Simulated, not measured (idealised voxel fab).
Process module heading - voxel self aligned contacts
FYI the section here is cut, 185 nm wide, cells are 5 nm squares.
Think of the cross-section as a grid of square cells. We describe it in bands, top to bottom, and each band covers one or more rows of those cells.
Band: top height; bottom height; in nm. Then, left to right: material with width in nm, for each material. "full width": a single material spanning edge to edge. "air": empty space.
Ref level 0: as-received wafer is one material below here. Bottom band extends down with no lower bound ("z 0 and below").
Width: "30..40" (first number = top row, second number = bottom row, same change from row to row of cells).
Key: "nothing got changed" - step with no changed cell in the cross-section.
Under "Entrapped void list" you'll find the enclosed gaps, the ones with no way out to the top, that are 8 cells or bigger; each reads width x height at distance, with distance counted from the left edge, everything in nm.
It should be noted that, on the line of a given step, the content following the step's settings is a remark produced by the simulator itself with respect to that step.
The optional step-line setting "overlay nm" applies to steps with a mask and quantifies how far to the right of its planned location the mask lay, a negative value indicating leftward placement.
## Here's what the planned process steps look like
1,RECEIVE (material Si)
2,CONFORMAL_DEP (material SiO2; thk nm 5)
3,DIRECTIONAL_DEP (material polySi; thk nm 20)
4,DIRECTIONAL_DEP (material SiN; thk nm 20)
5,PATTERN (tone cover; mask id GATE; material resist; width nm 25; pitch nm 60; thk nm 15; overlay nm 0)
6,DIRECTIONAL_ETCH (etch materials SiN; depth nm 20)
7,DIRECTIONAL_ETCH (etch materials polySi; depth nm 20)
8,STRIP (etch materials resist)
9,CONFORMAL_DEP (material SiN; thk nm 5)
10,DIRECTIONAL_ETCH (etch materials SiN; depth nm 5)
11,FILL_DEP (material SiO2; thk nm 15)
12,CMP (height nm 50)
13,PATTERN (tone open; mask id CONTACT; material resist; width nm 45; thk nm 15; overlay nm 0)
14,DIRECTIONAL_ETCH (etch materials SiO2; depth nm 50)
15,STRIP (etch materials resist)
16,CONFORMAL_DEP (material TiN; thk nm 5)
17,FILL_DEP (material Ru; thk nm 5)
18,CMP (height nm 50)
19,CONFORMAL_DEP (material SiN; thk nm 5)
## First of two wafers, processed according to plan
## Cross-sectional view of the wafer in its as-received condition, corresponding to the state after step 1
    z 0 and below  Si full width
    Entrapped void list: none
## The following cross-section depicts the wafer upon completion of step 2
    z 5 to 0  SiO2 full width
    below 0: unchanged
## The following cross-section depicts the wafer upon completion of step 3
    z 25 to 5  polySi full width
    below 5: unchanged
## The following cross-section depicts the wafer upon completion of step 4
    z 45 to 25  SiN full width
    below 25: unchanged
## The following cross-section depicts the wafer upon completion of step 5
    z 60 to 45  50 of air, 25 of resist, 35 of air, 25 of resist, 50 of air
    below 45: unchanged
## The following cross-section depicts the wafer upon completion of step 6
    z 60 to 45  50 of air, 25 of resist, 35 of air, 25 of resist, 50 of air
    z 45 to 25  50 of air, 25 of SiN, 35 of air, 25 of SiN, 50 of air
    below 25: unchanged
## The following cross-section depicts the wafer upon completion of step 7
    z 60 to 45  50 of air, 25 of resist, 35 of air, 25 of resist, 50 of air
    z 45 to 25  50 of air, 25 of SiN, 35 of air, 25 of SiN, 50 of air
    z 25 to 5  50 of air, 25 of polySi, 35 of air, 25 of polySi, 50 of air
    below 5: unchanged
## The following cross-section depicts the wafer upon completion of step 8
    z 45 to 25  50 of air, 25 of SiN, 35 of air, 25 of SiN, 50 of air
    below 25: unchanged
## The following cross-section depicts the wafer upon completion of step 9
    z 50 to 25  45 of air, 35 of SiN, 25 of air, 35 of SiN, 45 of air
    z 25 to 10  45 of air, 5 of SiN, 25 of polySi, 5 of SiN, 25 of air, 5 of SiN, 25 of polySi, 5 of SiN, 45 of air
    z 10 to 5  50 of SiN, 25 of polySi, 35 of SiN, 25 of polySi, 50 of SiN
    below 5: unchanged
## The following cross-section depicts the wafer upon completion of step 10
    z 45 to 25  45 of air, 35 of SiN, 25 of air, 35 of SiN, 45 of air
    z 25 to 5  45 of air, 5 of SiN, 25 of polySi, 5 of SiN, 25 of air, 5 of SiN, 25 of polySi, 5 of SiN, 45 of air
    below 5: unchanged
## The following cross-section depicts the wafer upon completion of step 11
    z 60 to 45  SiO2 full width
    z 45 to 25  45 of SiO2, 35 of SiN, 25 of SiO2, 35 of SiN, 45 of SiO2
    z 25 to 5  45 of SiO2, 5 of SiN, 25 of polySi, 5 of SiN, 25 of SiO2, 5 of SiN, 25 of polySi, 5 of SiN, 45 of SiO2
    below 5: unchanged
## The following cross-section depicts the wafer upon completion of step 12
    z 50 to 45  SiO2 full width
    below 45: unchanged
## The following cross-section depicts the wafer upon completion of step 13
    z 65 to 50  70 of resist, 45 of air, 70 of resist
    below 50: unchanged
## The following cross-section depicts the wafer upon completion of step 14
    z 65 to 50  70 of resist, 45 of air, 70 of resist
    z 50 to 45  70 of SiO2, 45 of air, 70 of SiO2
    z 45 to 25  45 of SiO2, 35 of SiN, 25 of air, 35 of SiN, 45 of SiO2
    z 25 to 5  45 of SiO2, 5 of SiN, 25 of polySi, 5 of SiN, 25 of air, 5 of SiN, 25 of polySi, 5 of SiN, 45 of SiO2
    z 5 to 0  80 of SiO2, 25 of air, 80 of SiO2
    below 0: unchanged
## The following cross-section depicts the wafer upon completion of step 15
    z 50 to 45  70 of SiO2, 45 of air, 70 of SiO2
    below 45: unchanged
## The following cross-section depicts the wafer upon completion of step 16
    z 55 to 50  75 of TiN, 35 of air, 75 of TiN
    z 50 to 45  70 of SiO2, 15 of TiN, 15 of air, 15 of TiN, 70 of SiO2
    z 45 to 25  45 of SiO2, 35 of SiN, 5 of TiN, 15 of air, 5 of TiN, 35 of SiN, 45 of SiO2
    z 25 to 5  45 of SiO2, 5 of SiN, 25 of polySi, 5 of SiN, 5 of TiN, 15 of air, 5 of TiN, 5 of SiN, 25 of polySi, 5 of SiN, 45 of SiO2
    z 5 to 0  80 of SiO2, 25 of TiN, 80 of SiO2
    below 0: unchanged
## The following cross-section depicts the wafer upon completion of step 17
    z 60 to 55  Ru full width
    z 55 to 50  75 of TiN, 35 of Ru, 75 of TiN
    z 50 to 45  70 of SiO2, 15 of TiN, 15 of Ru, 15 of TiN, 70 of SiO2
    z 45 to 25  45 of SiO2, 35 of SiN, 5 of TiN, 15 of Ru, 5 of TiN, 35 of SiN, 45 of SiO2
    z 25 to 5  45 of SiO2, 5 of SiN, 25 of polySi, 5 of SiN, 5 of TiN, 15 of Ru, 5 of TiN, 5 of SiN, 25 of polySi, 5 of SiN, 45 of SiO2
    below 5: unchanged
## The following cross-section depicts the wafer upon completion of step 18
    z 50 to 45  70 of SiO2, 15 of TiN, 15 of Ru, 15 of TiN, 70 of SiO2
    below 45: unchanged
## The following cross-section depicts the wafer upon completion of step 19
    z 55 to 50  SiN full width
    below 50: unchanged
## What follows concerns the second wafer, which started out like the first and was meant to follow the very same plan; one mistake crept in when it was run, but everything up to and including step 3 is the same as for the first wafer
## Second wafer, cut view, end of step 4 per plan
    z 65 to 25  SiN full width
    below 25: unchanged
## Second wafer, cut view, end of step 5 per plan
    z 80 to 65  50 of air, 25 of resist, 35 of air, 25 of resist, 50 of air
    below 65: unchanged
## Second wafer, cut view, end of step 6 per plan
    z 80 to 65  50 of air, 25 of resist, 35 of air, 25 of resist, 50 of air
    z 65 to 45  50 of air, 25 of SiN, 35 of air, 25 of SiN, 50 of air
    below 45: unchanged
Second wafer, cut view, end of step 7 per plan: nothing got changed
## Second wafer, cut view, end of step 8 per plan
    z 65 to 45  50 of air, 25 of SiN, 35 of air, 25 of SiN, 50 of air
    below 45: unchanged
## Second wafer, cut view, end of step 9 per plan
    z 70 to 50  45 of air, 35 of SiN, 25 of air, 35 of SiN, 45 of air
    z 50 to 25  SiN full width
    below 25: unchanged
## Second wafer, cut view, end of step 10 per plan
    z 65 to 45  45 of air, 35 of SiN, 25 of air, 35 of SiN, 45 of air
    below 45: unchanged
## Second wafer, cut view, end of step 11 per plan
    z 80 to 65  SiO2 full width
    z 65 to 45  45 of SiO2, 35 of SiN, 25 of SiO2, 35 of SiN, 45 of SiO2
    below 45: unchanged
## Second wafer, cut view, end of step 12 per plan
    z 50 to 45  45 of SiO2, 35 of SiN, 25 of SiO2, 35 of SiN, 45 of SiO2
    below 45: unchanged
## Second wafer, cut view, end of step 13 per plan
    z 65 to 50  70 of resist, 45 of air, 70 of resist
    below 50: unchanged
## Second wafer, cut view, end of step 14 per plan
    z 65 to 50  70 of resist, 45 of air, 70 of resist
    z 50 to 45  45 of SiO2, 35 of SiN, 25 of air, 35 of SiN, 45 of SiO2
    below 45: unchanged
## Second wafer, cut view, end of step 15 per plan
    z 50 to 45  45 of SiO2, 35 of SiN, 25 of air, 35 of SiN, 45 of SiO2
    below 45: unchanged
## Second wafer, cut view, end of step 16 per plan
    z 55 to 50  85 of TiN, 15 of air, 85 of TiN
    z 50 to 45  45 of SiO2, 35 of SiN, 25 of TiN, 35 of SiN, 45 of SiO2
    below 45: unchanged
## Second wafer, cut view, end of step 17 per plan
    z 60 to 55  Ru full width
    z 55 to 50  85 of TiN, 15 of Ru, 85 of TiN
    below 50: unchanged
## Second wafer, cut view, end of step 18 per plan
    z 50 to 45  45 of SiO2, 35 of SiN, 25 of TiN, 35 of SiN, 45 of SiO2
    below 45: unchanged
## Second wafer, cut view, end of step 19 per plan
    z 55 to 50  SiN full width
    below 50: unchanged
what went wrong: step 4, plan: ran twice
at the end the second wafer has, in cells: -27 Ru, +90 SiN, -149 SiO2, -22 TiN, +108 polySi
